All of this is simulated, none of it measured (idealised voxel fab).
The name of this process module is voxel capacitor over wiring.
Square cell edge 5 nm, section width 140 nm, ID cut.
In what follows, cross-sections appear as grids of square cells, described through bands that run from the top down, where every band is one or more rows of cells.
Read a band's entry like this: the first values are the height of its top and the height of its bottom in nm, and what follows is the sequence of materials from left to right, each with its width in nm. Note that "air" is empty space, and that a single material marked "all across" reaches across the band from edge to edge.
A quick word on heights: they are counted from 0, and under that level the wafer as it came to us is one material throughout. The lowest band is different from the rest in having no bottom; it simply continues downward, written as in "0 -> down".
When a width is written as two numbers, as in "30 to 40", the first number is the width in the top row of cells of the band and the second is the width in its bottom row, and the width changes by the same amount from each row to the next.
"no alterations made" (step): cross-section cells unchanged, all of them.
"Sealed-off cavities" specifies each empty space that is not open to the top and that occupies no fewer than 8 cells, using the form width x height at distance, the distance measured from the left edge and all three quantities in nm.
Note: text after step settings on the step line = simulator remark on that step.
overlay nm: for a step with a mask, the amount by which the mask lay right of where it was planned; a negative amount means left of it.
Below you will find pairs of cross-sections. In each, one shows the wafer before one process step and the other after it, with the after view ending at the lowest band that changed. Under each pair is the step separating them, along with its settings. Do not assume the pairs form a chain: they can come from different runs of this module on the same starting wafer, and a pair continues from the pair above it only when its "Pre-step section" entry says so.
Pre-step section:
  0 -> down: Si all across
  Sealed-off cavities: none
Resultant Cross-Section:
  10 -> 0: SiO2 all across
  Under 0: no change, same as before.
  Sealed-off cavities: none
Step between the pre-process and post-process cross-sections given above: op CONFORMAL_DEP | material SiO2 | thk nm 10
Pre-step section: per the after cross-section of the pair just above.
Resultant Cross-Section:
  15 -> 10: SiN all across
  Under 10: no change, same as before.
  Sealed-off cavities: none
Step between the pre-process and post-process cross-sections given above: op CONFORMAL_DEP | material SiN | thk nm 5
Pre-step section: per the after cross-section of the pair just above.
Resultant Cross-Section:
  30 -> 15: SiO2 all across
  Under 15: no change, same as before.
  Sealed-off cavities: none
Step between the pre-process and post-process cross-sections given above: op DIRECTIONAL_DEP | material SiO2 | thk nm 15
Pre-step section: per the after cross-section of the pair just above.
Resultant Cross-Section:
  40 -> 30: aC all across
  Under 30: no change, same as before.
  Sealed-off cavities: none
Step between the pre-process and post-process cross-sections given above: op DIRECTIONAL_DEP | material aC | thk nm 10
Pre-step section: per the after cross-section of the pair just above.
Resultant Cross-Section:
  65 -> 40: 15 nm resist, 25 nm air, 55 nm resist, 25 nm air, 20 nm resist
  Under 40: no change, same as before.
  Sealed-off cavities: none
Step between the pre-process and post-process cross-sections given above: op PATTERN | tone open | mask id METAL_1 | material resist | width nm 25 | pitch nm 80 | thk nm 25 | overlay nm 0
Pre-step section: per the after cross-section of the pair just above.
Resultant Cross-Section:
  55 -> 40: 15 nm resist, 25 nm air, 55 nm resist, 25 nm air, 20 nm resist
  40 -> 30: 15 nm aC, 25 nm air, 55 nm aC, 25 nm air, 20 nm aC
  Under 30: no change, same as before.
  Sealed-off cavities: none
Step between the pre-process and post-process cross-sections given above: op DIRECTIONAL_ETCH | etch materials aC | depth nm 10
Pre-step section: per the after cross-section of the pair just above.
Resultant Cross-Section:
  40 -> 30: 15 nm aC, 25 nm air, 55 nm aC, 25 nm air, 20 nm aC
  Under 30: no change, same as before.
  Sealed-off cavities: none
Step between the pre-process and post-process cross-sections given above: op STRIP | etch materials resist
Pre-step section: per the after cross-section of the pair just above.
Resultant Cross-Section:
  40 -> 30: 15 nm aC, 25 nm air, 55 nm aC, 25 nm air, 20 nm aC
  30 -> 15: 15 nm SiO2, 25 nm air, 55 nm SiO2, 25 nm air, 20 nm SiO2
  Under 15: no change, same as before.
  Sealed-off cavities: none
Step between the pre-process and post-process cross-sections given above: op DIRECTIONAL_ETCH | etch materials SiO2 | depth nm 15
Pre-step section: per the after cross-section of the pair just above.
Resultant Cross-Section:
  40 -> 30: 15 nm aC, 25 nm air, 55 nm aC, 25 nm air, 20 nm aC
  30 -> 15: 15 nm SiO2, 25 nm air, 55 nm SiO2, 25 nm air, 20 nm SiO2
  15 -> 10: 15 nm SiN, 25 nm air, 55 nm SiN, 25 nm air, 20 nm SiN
  Under 10: no change, same as before.
  Sealed-off cavities: none
Step between the pre-process and post-process cross-sections given above: op DIRECTIONAL_ETCH | etch materials SiN | depth nm 5
Pre-step section: per the after cross-section of the pair just above.
Resultant Cross-Section:
  30 -> 15: 15 nm SiO2, 25 nm air, 55 nm SiO2, 25 nm air, 20 nm SiO2
  Under 15: no change, same as before.
  Sealed-off cavities: none
Step between the pre-process and post-process cross-sections given above: op STRIP | etch materials aC
Pre-step section: per the after cross-section of the pair just above.
Resultant Cross-Section:
  35 -> 30: 20 nm TiN, 15 nm air, 65 nm TiN, 15 nm air, 25 nm TiN
  30 -> 15: 15 nm SiO2, 5 nm TiN, 15 nm air, 5 nm TiN, 55 nm SiO2, 5 nm TiN, 15 nm air, 5 nm TiN, 20 nm SiO2
  15 -> 10: 15 nm SiN, 25 nm TiN, 55 nm SiN, 25 nm TiN, 20 nm SiN
  Under 10: no change, same as before.
  Sealed-off cavities: none
Step between the pre-process and post-process cross-sections given above: op CONFORMAL_DEP | material TiN | thk nm 5
Pre-step section: per the after cross-section of the pair just above.
Resultant Cross-Section:
  45 -> 35: W all across
  35 -> 30: 20 nm TiN, 15 nm W, 65 nm TiN, 15 nm W, 25 nm TiN
  30 -> 15: 15 nm SiO2, 5 nm TiN, 15 nm W, 5 nm TiN, 55 nm SiO2, 5 nm TiN, 15 nm W, 5 nm TiN, 20 nm SiO2
  Under 15: no change, same as before.
  Sealed-off cavities: none
Step between the pre-process and post-process cross-sections given above: op FILL_DEP | material W | thk nm 10
Pre-step section: per the after cross-section of the pair just above.
Resultant Cross-Section:
  30 -> 15: 15 nm SiO2, 5 nm TiN, 15 nm W, 5 nm TiN, 55 nm SiO2, 5 nm TiN, 15 nm W, 5 nm TiN, 20 nm SiO2
  Under 15: no change, same as before.
  Sealed-off cavities: none
Step between the pre-process and post-process cross-sections given above: op CMP | height nm 30
Pre-step section: per the after cross-section of the pair just above.
Resultant Cross-Section:
  35 -> 30: 10 nm air, 35 nm Ru, 45 nm air, 35 nm Ru, 15 nm air
  Under 30: no change, same as before.
  Sealed-off cavities: none
Step between the pre-process and post-process cross-sections given above: op EPI | material Ru | thk nm 5
Pre-step section: per the after cross-section of the pair just above.
Resultant Cross-Section:
  40 -> 35: SiCN all across
  35 -> 30: 10 nm SiCN, 35 nm Ru, 45 nm SiCN, 35 nm Ru, 15 nm SiCN
  Under 30: no change, same as before.
  Sealed-off cavities: none
Step between the pre-process and post-process cross-sections given above: op FILL_DEP | material SiCN | thk nm 5
Pre-step section: per the after cross-section of the pair just above.
Resultant Cross-Section:
  60 -> 40: SiO2 all across
  Under 40: no change, same as before.
  Sealed-off cavities: none
Step between the pre-process and post-process cross-sections given above: op DIRECTIONAL_DEP | material SiO2 | thk nm 20
Pre-step section: per the after cross-section of the pair just above.
Resultant Cross-Section:
  75 -> 60: aC all across
  Under 60: no change, same as before.
  Sealed-off cavities: none
Step between the pre-process and post-process cross-sections given above: op DIRECTIONAL_DEP | material aC | thk nm 15
Pre-step section: per the after cross-section of the pair just above.
Resultant Cross-Section:
  105 -> 75: 25 nm resist, 15 nm air, 100 nm resist
  Under 75: no change, same as before.
  Sealed-off cavities: none
Step between the pre-process and post-process cross-sections given above: op PATTERN | tone open | mask id PLUG_1 | material resist | width nm 15 | thk nm 30 | overlay nm 0
Pre-step section: per the after cross-section of the pair just above.
Resultant Cross-Section:
  90 -> 75: 25 nm resist, 15 nm air, 100 nm resist
  75 -> 60: 25 nm aC, 15 nm air, 100 nm aC
  Under 60: no change, same as before.
  Sealed-off cavities: none
Step between the pre-process and post-process cross-sections given above: op DIRECTIONAL_ETCH | etch materials aC | depth nm 15
Pre-step section: per the after cross-section of the pair just above.
Resultant Cross-Section:
  75 -> 60: 25 nm aC, 15 nm air, 100 nm aC
  Under 60: no change, same as before.
  Sealed-off cavities: none
Step between the pre-process and post-process cross-sections given above: op STRIP | etch materials resist
Pre-step section: per the after cross-section of the pair just above.
Resultant Cross-Section:
  75 -> 60: 25 nm aC, 15 nm air, 100 nm aC
  60 -> 40: 25 nm SiO2, 15 nm air, 100 nm SiO2
  Under 40: no change, same as before.
  Sealed-off cavities: none
Step between the pre-process and post-process cross-sections given above: op DIRECTIONAL_ETCH | etch materials SiO2 | depth nm 20
Pre-step section: per the after cross-section of the pair just above.
Resultant Cross-Section:
  75 -> 60: 25 nm aC, 15 nm air, 100 nm aC
  60 -> 40: 25 nm SiO2, 15 nm air, 100 nm SiO2
  40 -> 35: 25 nm SiCN, 15 nm air, 100 nm SiCN
  Under 35: no change, same as before.
  Sealed-off cavities: none
Step between the pre-process and post-process cross-sections given above: op DIRECTIONAL_ETCH | etch materials SiCN | depth nm 5
Pre-step section: per the after cross-section of the pair just above.
Resultant Cross-Section:
  60 -> 40: 25 nm SiO2, 15 nm air, 100 nm SiO2
  Under 40: no change, same as before.
  Sealed-off cavities: none
Step between the pre-process and post-process cross-sections given above: op STRIP | etch materials aC
Pre-step section: per the after cross-section of the pair just above.
Resultant Cross-Section:
  60 -> 45: 25 nm SiO2, 15 nm air, 100 nm SiO2
  45 -> 40: 25 nm SiO2, 15 nm Ru, 100 nm SiO2
  40 -> 35: 25 nm SiCN, 15 nm Ru, 100 nm SiCN
  Under 35: no change, same as before.
  Sealed-off cavities: none
Step between the pre-process and post-process cross-sections given above: op EPI | material Ru | thk nm 10
Pre-step section: per the after cross-section of the pair just above.
Resultant Cross-Section:
  60 -> 55: 25 nm SiO2, 15 nm air, 100 nm SiO2
  55 -> 40: 25 nm SiO2, 15 nm Ru, 100 nm SiO2
  Under 40: no change, same as before.
  Sealed-off cavities: none
Step between the pre-process and post-process cross-sections given above: op EPI | material Ru | thk nm 10
Pre-step section: per the after cross-section of the pair just above.
Resultant Cross-Section:
  60 -> 40: 25 nm SiO2, 15 nm Ru, 100 nm SiO2
  Under 40: no change, same as before.
  Sealed-off cavities: none
Step between the pre-process and post-process cross-sections given above: op EPI | material Ru | thk nm 5
Pre-step section: per the after cross-section of the pair just above.
Resultant Cross-Section:
  70 -> 60: TiN all across
  Under 60: no change, same as before.
  Sealed-off cavities: none
Step between the pre-process and post-process cross-sections given above: op DIRECTIONAL_DEP | material TiN | thk nm 10
Pre-step section: per the after cross-section of the pair just above.
Resultant Cross-Section:
  75 -> 70: SiN all across
  Under 70: no change, same as before.
  Sealed-off cavities: none
Step between the pre-process and post-process cross-sections given above: op DIRECTIONAL_DEP | material SiN | thk nm 5
Pre-step section: per the after cross-section of the pair just above.
Resultant Cross-Section:
  85 -> 75: TiN all across
  Under 75: no change, same as before.
  Sealed-off cavities: none
Step between the pre-process and post-process cross-sections given above: op DIRECTIONAL_DEP | material TiN | thk nm 10
Pre-step section: per the after cross-section of the pair just above.
Resultant Cross-Section:
  100 -> 85: aC all across
  Under 85: no change, same as before.
  Sealed-off cavities: none
Step between the pre-process and post-process cross-sections given above: op DIRECTIONAL_DEP | material aC | thk nm 15
Pre-step section: per the after cross-section of the pair just above.
Resultant Cross-Section:
  135 -> 100: 25 nm air, 60 nm resist, 55 nm air
  Under 100: no change, same as before.
  Sealed-off cavities: none
Step between the pre-process and post-process cross-sections given above: op PATTERN | tone cover | mask id UPPER_PLATE | material resist | width nm 60 | thk nm 35 | overlay nm 0
Pre-step section: per the after cross-section of the pair just above.
Resultant Cross-Section:
  120 -> 100: 25 nm air, 60 nm resist, 55 nm air
  100 -> 85: 25 nm air, 60 nm aC, 55 nm air
  Under 85: no change, same as before.
  Sealed-off cavities: none
Step between the pre-process and post-process cross-sections given above: op DIRECTIONAL_ETCH | etch materials aC | depth nm 15
Pre-step section: per the after cross-section of the pair just above.
Resultant Cross-Section:
  100 -> 85: 25 nm air, 60 nm aC, 55 nm air
  Under 85: no change, same as before.
  Sealed-off cavities: none
Step between the pre-process and post-process cross-sections given above: op STRIP | etch materials resist
Pre-step section: per the after cross-section of the pair just above.
Resultant Cross-Section:
  100 -> 85: 25 nm air, 60 nm aC, 55 nm air
  85 -> 75: 25 nm air, 60 nm TiN, 55 nm air
  Under 75: no change, same as before.
  Sealed-off cavities: none
Step between the pre-process and post-process cross-sections given above: op DIRECTIONAL_ETCH | etch materials TiN | depth nm 10
Pre-step section: per the after cross-section of the pair just above.
Resultant Cross-Section:
  100 -> 85: 25 nm air, 60 nm aC, 55 nm air
  85 -> 75: 25 nm air, 60 nm TiN, 55 nm air
  75 -> 70: 25 nm air, 60 nm SiN, 55 nm air
  Under 70: no change, same as before.
  Sealed-off cavities: none
Step between the pre-process and post-process cross-sections given above: op DIRECTIONAL_ETCH | etch materials SiN | depth nm 5
Pre-step section: per the after cross-section of the pair just above.
Resultant Cross-Section:
  85 -> 75: 25 nm air, 60 nm TiN, 55 nm air
  Under 75: no change, same as before.
  Sealed-off cavities: none
Step between the pre-process and post-process cross-sections given above: op STRIP | etch materials aC
Pre-step section: per the after cross-section of the pair just above.
Resultant Cross-Section:
  100 -> 85: 25 nm air, 60 nm aC, 55 nm air
  85 -> 75: 25 nm aC, 60 nm TiN, 55 nm aC
  75 -> 70: 25 nm aC, 60 nm SiN, 55 nm aC
  Under 70: no change, same as before.
  Sealed-off cavities: none
Step between the pre-process and post-process cross-sections given above: op DIRECTIONAL_DEP | material aC | thk nm 15
Pre-step section: per the after cross-section of the pair just above.
Resultant Cross-Section:
  130 -> 100: 20 nm air, 70 nm resist, 50 nm air
  100 -> 85: 20 nm air, 5 nm resist, 60 nm aC, 5 nm resist, 50 nm air
  Under 85: no change, same as before.
  Sealed-off cavities: none
Step between the pre-process and post-process cross-sections given above: op PATTERN | tone cover | mask id LOWER_PLATE | material resist | width nm 70 | thk nm 30 | overlay nm 0
Pre-step section: per the after cross-section of the pair just above.
Resultant Cross-Section:
  115 -> 100: 20 nm air, 70 nm resist, 50 nm air
  100 -> 85: 20 nm air, 5 nm resist, 60 nm aC, 5 nm resist, 50 nm air
  85 -> 75: 20 nm air, 5 nm aC, 60 nm TiN, 5 nm aC, 50 nm air
  75 -> 70: 20 nm air, 5 nm aC, 60 nm SiN, 5 nm aC, 50 nm air
  Under 70: no change, same as before.
  Sealed-off cavities: none
Step between the pre-process and post-process cross-sections given above: op DIRECTIONAL_ETCH | etch materials aC | depth nm 15
Pre-step section: per the after cross-section of the pair just above.
Resultant Cross-Section:
  100 -> 85: 25 nm air, 60 nm aC, 55 nm air
  Under 85: no change, same as before.
  Sealed-off cavities: none
Step between the pre-process and post-process cross-sections given above: op STRIP | etch materials resist
Pre-step section: per the after cross-section of the pair just above.
Resultant Cross-Section:
  100 -> 85: 25 nm air, 60 nm aC, 55 nm air
  85 -> 75: 20 nm air, 5 nm aC, 60 nm TiN, 5 nm aC, 50 nm air
  75 -> 70: 20 nm air, 5 nm aC, 60 nm SiN, 5 nm aC, 50 nm air
  70 -> 60: 20 nm air, 70 nm TiN, 50 nm air
  Under 60: no change, same as before.
  Sealed-off cavities: none
Step between the pre-process and post-process cross-sections given above: op DIRECTIONAL_ETCH | etch materials TiN | depth nm 10
Pre-step section: per the after cross-section of the pair just above.
Resultant Cross-Section:
  85 -> 75: 25 nm air, 60 nm TiN, 55 nm air
  75 -> 70: 25 nm air, 60 nm SiN, 55 nm air
  Under 70: no change, same as before.
  Sealed-off cavities: none
Step between the pre-process and post-process cross-sections given above: op STRIP | etch materials aC
Pre-step section: per the after cross-section of the pair just above.
Resultant Cross-Section:
  100 -> 85: SiO2 all across
  85 -> 75: 25 nm SiO2, 60 nm TiN, 55 nm SiO2
  75 -> 70: 25 nm SiO2, 60 nm SiN, 55 nm SiO2
  70 -> 60: 20 nm SiO2, 70 nm TiN, 50 nm SiO2
  Under 60: no change, same as before.
  Sealed-off cavities: none
Step between the pre-process and post-process cross-sections given above: op FILL_DEP | material SiO2 | thk nm 15
Pre-step section: per the after cross-section of the pair just above.
Resultant Cross-Section:
  95 -> 85: SiO2 all across
  Under 85: no change, same as before.
  Sealed-off cavities: none
Step between the pre-process and post-process cross-sections given above: op CMP | height nm 95
Pre-step section: per the after cross-section of the pair just above.
Resultant Cross-Section:
  110 -> 95: aC all across
  Under 95: no change, same as before.
  Sealed-off cavities: none
Step between the pre-process and post-process cross-sections given above: op DIRECTIONAL_DEP | material aC | thk nm 15
Pre-step section: per the after cross-section of the pair just above.
Resultant Cross-Section:
  145 -> 110: 35 nm resist, 15 nm air, 90 nm resist
  Under 110: no change, same as before.
  Sealed-off cavities: none
Step between the pre-process and post-process cross-sections given above: op PATTERN | tone open | mask id PLUG_2 | material resist | width nm 15 | thk nm 35 | overlay nm 0
Pre-step section: per the after cross-section of the pair just above.
Resultant Cross-Section:
  130 -> 110: 35 nm resist, 15 nm air, 90 nm resist
  110 -> 95: 35 nm aC, 15 nm air, 90 nm aC
  Under 95: no change, same as before.
  Sealed-off cavities: none
Step between the pre-process and post-process cross-sections given above: op DIRECTIONAL_ETCH | etch materials aC | depth nm 15
Pre-step section: per the after cross-section of the pair just above.
Resultant Cross-Section:
  110 -> 95: 35 nm aC, 15 nm air, 90 nm aC
  Under 95: no change, same as before.
  Sealed-off cavities: none
Step between the pre-process and post-process cross-sections given above: op STRIP | etch materials resist
Pre-step section: per the after cross-section of the pair just above.
Resultant Cross-Section:
  110 -> 95: 35 nm aC, 15 nm air, 90 nm aC
  95 -> 85: 35 nm SiO2, 15 nm air, 90 nm SiO2
  Under 85: no change, same as before.
  Sealed-off cavities: none
Step between the pre-process and post-process cross-sections given above: op DIRECTIONAL_ETCH | etch materials SiO2 | depth nm 10
Pre-step section: per the after cross-section of the pair just above.
Resultant Cross-Section:
  95 -> 85: 35 nm SiO2, 15 nm air, 90 nm SiO2
  Under 85: no change, same as before.
  Sealed-off cavities: none
Step between the pre-process and post-process cross-sections given above: op STRIP | etch materials aC
Pre-step section: per the after cross-section of the pair just above.
Resultant Cross-Section:
  100 -> 95: 40 nm TiN, 5 nm air, 95 nm TiN
  95 -> 90: 35 nm SiO2, 5 nm TiN, 5 nm air, 5 nm TiN, 90 nm SiO2
  90 -> 85: 35 nm SiO2, 15 nm TiN, 90 nm SiO2
  Under 85: no change, same as before.
  Sealed-off cavities: none
Step between the pre-process and post-process cross-sections given above: op CONFORMAL_DEP | material TiN | thk nm 5
Pre-step section: per the after cross-section of the pair just above.
Resultant Cross-Section:
  105 -> 100: Cu all across
  100 -> 95: 40 nm TiN, 5 nm Cu, 95 nm TiN
  95 -> 90: 35 nm SiO2, 5 nm TiN, 5 nm Cu, 5 nm TiN, 90 nm SiO2
  Under 90: no change, same as before.
  Sealed-off cavities: none
Step between the pre-process and post-process cross-sections given above: op FILL_DEP | material Cu | thk nm 5
Pre-step section: per the after cross-section of the pair just above.
Resultant Cross-Section:
  95 -> 90: 35 nm SiO2, 5 nm TiN, 5 nm Cu, 5 nm TiN, 90 nm SiO2
  Under 90: no change, same as before.
  Sealed-off cavities: none
Step between the pre-process and post-process cross-sections given above: op CMP | height nm 95
Pre-step section: per the after cross-section of the pair just above.
Resultant Cross-Section:
  100 -> 95: SiCN all across
  Under 95: no change, same as before.
  Sealed-off cavities: none
Step between the pre-process and post-process cross-sections given above: op CONFORMAL_DEP | material SiCN | thk nm 5
Pre-step section:
  60 -> 45: 25 nm SiO2, 15 nm air, 100 nm SiO2
  45 -> 40: 25 nm SiO2, 15 nm Ru, 100 nm SiO2
  40 -> 35: 25 nm SiCN, 15 nm Ru, 100 nm SiCN
  35 -> 30: 10 nm SiCN, 35 nm Ru, 45 nm SiCN, 35 nm Ru, 15 nm SiCN
  30 -> 15: 15 nm SiO2, 5 nm TiN, 15 nm W, 5 nm TiN, 55 nm SiO2, 5 nm TiN, 15 nm W, 5 nm TiN, 20 nm SiO2
  15 -> 10: 15 nm SiN, 25 nm TiN, 55 nm SiN, 25 nm TiN, 20 nm SiN
  10 -> 0: SiO2 all across
  0 -> down: Si all across
  Sealed-off cavities: none
Resultant Cross-Section:
  60 -> 50: 25 nm SiO2, 15 nm air, 100 nm SiO2
  50 -> 40: 25 nm SiO2, 15 nm Ru, 100 nm SiO2
  Under 40: no change, same as before.
  Sealed-off cavities: none
Step between the pre-process and post-process cross-sections given above: op EPI | material Ru | thk nm 5
Pre-step section: per the after cross-section of the pair just above.
Resultant Cross-Section:
  70 -> 60: 25 nm TiN, 15 nm air, 100 nm TiN
  60 -> 50: 25 nm SiO2, 15 nm TiN, 100 nm SiO2
  Under 50: no change, same as before.
  Sealed-off cavities: none
Step between the pre-process and post-process cross-sections given above: op DIRECTIONAL_DEP | material TiN | thk nm 10
Pre-step section: per the after cross-section of the pair just above.
Resultant Cross-Section:
  75 -> 70: 25 nm SiN, 15 nm air, 100 nm SiN
  70 -> 65: 25 nm TiN, 15 nm air, 100 nm TiN
  65 -> 60: 25 nm TiN, 15 nm SiN, 100 nm TiN
  Under 60: no change, same as before.
  Sealed-off cavities: none
Step between the pre-process and post-process cross-sections given above: op DIRECTIONAL_DEP | material SiN | thk nm 5
Pre-step section: per the after cross-section of the pair just above.
Resultant Cross-Section:
  85 -> 75: 25 nm TiN, 15 nm air, 100 nm TiN
  75 -> 70: 25 nm SiN, 15 nm TiN, 100 nm SiN
  70 -> 65: TiN all across
  Under 65: no change, same as before.
  Sealed-off cavities: none
Step between the pre-process and post-process cross-sections given above: op DIRECTIONAL_DEP | material TiN | thk nm 10
Pre-step section: per the after cross-section of the pair just above.
Resultant Cross-Section:
  100 -> 90: 25 nm aC, 15 nm air, 100 nm aC
  90 -> 85: aC all across
  85 -> 75: 25 nm TiN, 15 nm aC, 100 nm TiN
  Under 75: no change, same as before.
  Sealed-off cavities: none
Step between the pre-process and post-process cross-sections given above: op DIRECTIONAL_DEP | material aC | thk nm 15
Pre-step section: per the after cross-section of the pair just above.
Resultant Cross-Section:
  135 -> 100: 25 nm air, 60 nm resist, 55 nm air
  100 -> 90: 25 nm aC, 15 nm resist, 100 nm aC
  Under 90: no change, same as before.
  Sealed-off cavities: none
Step between the pre-process and post-process cross-sections given above: op PATTERN | tone cover | mask id UPPER_PLATE | material resist | width nm 60 | thk nm 35 | overlay nm 0
Pre-step section: per the after cross-section of the pair just above.
Resultant Cross-Section:
  120 -> 100: 25 nm air, 60 nm resist, 55 nm air
  100 -> 90: 25 nm air, 15 nm resist, 45 nm aC, 55 nm air
  90 -> 85: 25 nm air, 60 nm aC, 55 nm air
  Under 85: no change, same as before.
  Sealed-off cavities: none
Step between the pre-process and post-process cross-sections given above: op DIRECTIONAL_ETCH | etch materials aC | depth nm 15
Pre-step section: per the after cross-section of the pair just above.
Resultant Cross-Section:
  100 -> 90: 40 nm air, 45 nm aC, 55 nm air
  Under 90: no change, same as before.
  Sealed-off cavities: none
Step between the pre-process and post-process cross-sections given above: op STRIP | etch materials resist
Pre-step section: per the after cross-section of the pair just above.
Resultant Cross-Section:
  100 -> 90: 40 nm air, 45 nm aC, 55 nm air
  90 -> 85: 25 nm air, 60 nm aC, 55 nm air
  85 -> 75: 25 nm air, 15 nm aC, 45 nm TiN, 55 nm air
  Under 75: no change, same as before.
  Sealed-off cavities: none
Step between the pre-process and post-process cross-sections given above: op DIRECTIONAL_ETCH | etch materials TiN | depth nm 10
Pre-step section: per the after cross-section of the pair just above.
Resultant Cross-Section:
  100 -> 90: 40 nm air, 45 nm aC, 55 nm air
  90 -> 85: 25 nm air, 60 nm aC, 55 nm air
  85 -> 75: 25 nm air, 15 nm aC, 45 nm TiN, 55 nm air
  75 -> 70: 25 nm air, 15 nm TiN, 45 nm SiN, 55 nm air
  Under 70: no change, same as before.
  Sealed-off cavities: none
Step between the pre-process and post-process cross-sections given above: op DIRECTIONAL_ETCH | etch materials SiN | depth nm 5
Pre-step section: per the after cross-section of the pair just above.
Resultant Cross-Section:
  85 -> 75: 40 nm air, 45 nm TiN, 55 nm air
  Under 75: no change, same as before.
  Sealed-off cavities: none
Step between the pre-process and post-process cross-sections given above: op STRIP | etch materials aC
Pre-step section: per the after cross-section of the pair just above.
Resultant Cross-Section:
  100 -> 90: 40 nm air, 45 nm aC, 55 nm air
  90 -> 85: 25 nm air, 60 nm aC, 55 nm air
  85 -> 75: 40 nm aC, 45 nm TiN, 55 nm aC
  75 -> 70: 25 nm aC, 15 nm TiN, 45 nm SiN, 55 nm aC
  Under 70: no change, same as before.
  Sealed-off cavities: none
Step between the pre-process and post-process cross-sections given above: op DIRECTIONAL_DEP | material aC | thk nm 15
Pre-step section: per the after cross-section of the pair just above.
Resultant Cross-Section:
  130 -> 100: 20 nm air, 70 nm resist, 50 nm air
  100 -> 90: 20 nm air, 20 nm resist, 45 nm aC, 5 nm resist, 50 nm air
  90 -> 85: 20 nm air, 5 nm resist, 60 nm aC, 5 nm resist, 50 nm air
  Under 85: no change, same as before.
  Sealed-off cavities: none
Step between the pre-process and post-process cross-sections given above: op PATTERN | tone cover | mask id LOWER_PLATE | material resist | width nm 70 | thk nm 30 | overlay nm 0
Pre-step section: per the after cross-section of the pair just above.
Resultant Cross-Section:
  115 -> 100: 20 nm air, 70 nm resist, 50 nm air
  100 -> 90: 20 nm air, 20 nm resist, 45 nm aC, 5 nm resist, 50 nm air
  90 -> 85: 20 nm air, 5 nm resist, 60 nm aC, 5 nm resist, 50 nm air
  85 -> 75: 20 nm air, 20 nm aC, 45 nm TiN, 5 nm aC, 50 nm air
  75 -> 70: 20 nm air, 5 nm aC, 15 nm TiN, 45 nm SiN, 5 nm aC, 50 nm air
  Under 70: no change, same as before.
  Sealed-off cavities: none
Step between the pre-process and post-process cross-sections given above: op DIRECTIONAL_ETCH | etch materials aC | depth nm 15
Pre-step section: per the after cross-section of the pair just above.
Resultant Cross-Section:
  100 -> 90: 40 nm air, 45 nm aC, 55 nm air
  90 -> 85: 25 nm air, 60 nm aC, 55 nm air
  Under 85: no change, same as before.
  Sealed-off cavities: none
Step between the pre-process and post-process cross-sections given above: op STRIP | etch materials resist
Pre-step section: per the after cross-section of the pair just above.
Resultant Cross-Section:
  100 -> 90: 40 nm air, 45 nm aC, 55 nm air
  90 -> 85: 25 nm air, 60 nm aC, 55 nm air
  85 -> 75: 20 nm air, 20 nm aC, 45 nm TiN, 5 nm aC, 50 nm air
  75 -> 70: 20 nm air, 5 nm aC, 15 nm TiN, 45 nm SiN, 5 nm aC, 50 nm air
  70 -> 65: 20 nm air, 70 nm TiN, 50 nm air
  65 -> 60: 20 nm air, 5 nm TiN, 15 nm SiN, 50 nm TiN, 50 nm air
  Under 60: no change, same as before.
  Sealed-off cavities: none
Step between the pre-process and post-process cross-sections given above: op DIRECTIONAL_ETCH | etch materials TiN | depth nm 10
Pre-step section: per the after cross-section of the pair just above.
Resultant Cross-Section:
  85 -> 75: 40 nm air, 45 nm TiN, 55 nm air
  75 -> 70: 25 nm air, 15 nm TiN, 45 nm SiN, 55 nm air
  Under 70: no change, same as before.
  Sealed-off cavities: none
Step between the pre-process and post-process cross-sections given above: op STRIP | etch materials aC
Pre-step section: per the after cross-section of the pair just above.
Resultant Cross-Section:
  100 -> 85: SiO2 all across
  85 -> 75: 40 nm SiO2, 45 nm TiN, 55 nm SiO2
  75 -> 70: 25 nm SiO2, 15 nm TiN, 45 nm SiN, 55 nm SiO2
  70 -> 65: 20 nm SiO2, 70 nm TiN, 50 nm SiO2
  65 -> 60: 20 nm SiO2, 5 nm TiN, 15 nm SiN, 50 nm TiN, 50 nm SiO2
  Under 60: no change, same as before.
  Sealed-off cavities: none
Step between the pre-process and post-process cross-sections given above: op FILL_DEP | material SiO2 | thk nm 15
Pre-step section: per the after cross-section of the pair just above.
Resultant Cross-Section:
  95 -> 85: SiO2 all across
  Under 85: no change, same as before.
  Sealed-off cavities: none
Step between the pre-process and post-process cross-sections given above: op CMP | height nm 95
Pre-step section: per the after cross-section of the pair just above.
Resultant Cross-Section:
  110 -> 95: aC all across
  Under 95: no change, same as before.
  Sealed-off cavities: none
Step between the pre-process and post-process cross-sections given above: op DIRECTIONAL_DEP | material aC | thk nm 15
Pre-step section: per the after cross-section of the pair just above.
Resultant Cross-Section:
  145 -> 110: 35 nm resist, 15 nm air, 90 nm resist
  Under 110: no change, same as before.
  Sealed-off cavities: none
Step between the pre-process and post-process cross-sections given above: op PATTERN | tone open | mask id PLUG_2 | material resist | width nm 15 | thk nm 35 | overlay nm 0
Pre-step section: per the after cross-section of the pair just above.
Resultant Cross-Section:
  130 -> 110: 35 nm resist, 15 nm air, 90 nm resist
  110 -> 95: 35 nm aC, 15 nm air, 90 nm aC
  Under 95: no change, same as before.
  Sealed-off cavities: none
Step between the pre-process and post-process cross-sections given above: op DIRECTIONAL_ETCH | etch materials aC | depth nm 15
Pre-step section: per the after cross-section of the pair just above.
Resultant Cross-Section:
  110 -> 95: 35 nm aC, 15 nm air, 90 nm aC
  Under 95: no change, same as before.
  Sealed-off cavities: none
Step between the pre-process and post-process cross-sections given above: op STRIP | etch materials resist
Pre-step section: per the after cross-section of the pair just above.
Resultant Cross-Section:
  110 -> 95: 35 nm aC, 15 nm air, 90 nm aC
  95 -> 85: 35 nm SiO2, 15 nm air, 90 nm SiO2
  Under 85: no change, same as before.
  Sealed-off cavities: none
Step between the pre-process and post-process cross-sections given above: op DIRECTIONAL_ETCH | etch materials SiO2 | depth nm 10
Pre-step section: per the after cross-section of the pair just above.
Resultant Cross-Section:
  95 -> 85: 35 nm SiO2, 15 nm air, 90 nm SiO2
  Under 85: no change, same as before.
  Sealed-off cavities: none
Step between the pre-process and post-process cross-sections given above: op STRIP | etch materials aC
Pre-step section: per the after cross-section of the pair just above.
Resultant Cross-Section:
  100 -> 95: 40 nm TiN, 5 nm air, 95 nm TiN
  95 -> 90: 35 nm SiO2, 5 nm TiN, 5 nm air, 5 nm TiN, 90 nm SiO2
  90 -> 85: 35 nm SiO2, 15 nm TiN, 90 nm SiO2
  Under 85: no change, same as before.
  Sealed-off cavities: none
Step between the pre-process and post-process cross-sections given above: op CONFORMAL_DEP | material TiN | thk nm 5
Pre-step section: per the after cross-section of the pair just above.
Resultant Cross-Section:
  105 -> 100: Cu all across
  100 -> 95: 40 nm TiN, 5 nm Cu, 95 nm TiN
  95 -> 90: 35 nm SiO2, 5 nm TiN, 5 nm Cu, 5 nm TiN, 90 nm SiO2
  Under 90: no change, same as before.
  Sealed-off cavities: none
Step between the pre-process and post-process cross-sections given above: op FILL_DEP | material Cu | thk nm 5
